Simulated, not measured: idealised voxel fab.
Herein follows the process module entitled voxel ribs on slabs.
The figure presents cross-section cut, which has a width of 150 nm and is divided into square cells with an edge length of 5 nm.
A cross-section is a grid of square cells, given in bands from the top down. A band is one or more rows of cells.
Per band: top height and bottom height in nm, followed by the left-to-right materials and their widths in nm; "all across" marks a single material spanning edge to edge, "blank" marks empty space.
Below 0: as-received wafer, all one material; heights counted from there. Lowest band: no bottom, goes on down, written "top 0, no bottom".
Width spec "30 to 40" -> top row of cells at first value, bottom row at second value, equal per-row change in between.
When a step is marked "no alteration", none of the cells in the cross-section changed during that step.
"Fully enclosed voids" - sealed voids, min. 8 cells, no opening to top; format: width x height at distance (distance from left edge; nm throughout).
after a step's settings: what the simulator itself notes on the step
Steps that use a mask can have "overlay nm" on their line. It says how far the mask sat to the right of where it was meant to be. Negative means to the left.

Plan:
| 1 | RECEIVE: material Si |
| 2 | DIRECTIONAL_DEP: material SiO2, thk nm 20 |
| 3 | DIRECTIONAL_DEP: material SiN, thk nm 25 |
| 4 | MASKED_ETCH: tone cover, mask id RIB, width nm 25, etch materials SiN, depth nm 15, overlay nm 0 |
| 5 | MASKED_ETCH: tone cover, mask id SLAB, width nm 75, etch materials SiN, depth nm 10, overlay nm 0 |
| 6 | FILL_DEP: material SiO2, thk nm 15 |
| 7 | CMP: height nm 55 |
| 8 | DIRECTIONAL_DEP: material W, thk nm 10 |
| 9 | DIRECTIONAL_DEP: material aC, thk nm 15 |
| 10 | PATTERN: tone cover, mask id HEATER, material resist, width nm 35, thk nm 30, overlay nm 0 |
| 11 | DIRECTIONAL_ETCH: etch materials aC, depth nm 15 |
| 12 | STRIP: etch materials resist |
| 13 | DIRECTIONAL_ETCH: etch materials W, depth nm 10 |
| 14 | STRIP: etch materials aC |
| 15 | CONFORMAL_DEP: material SiO2, thk nm 5 |

Received-state cross-section, reflecting completion of step 1:
* top 0, no bottom  Si all across
* Fully enclosed voids: none

Final cross-section, module run with one mistake (start and plan as above):
* top 70, bottom 65  blank=50; SiO2=45; blank=55
* top 65, bottom 60  blank=50; SiO2=5; W=35; SiO2=5; blank=55
* top 60, bottom 55  SiO2=55; W=35; SiO2=60
* top 55, bottom 25  SiO2 all across
* top 25, bottom 0  SiN all across
* top 0, no bottom  Si all across
* Fully enclosed voids: none
What was the processing mistake? the executed order of steps 2 and 3 is the reverse of that specified in the plan, each step having taken the other's position
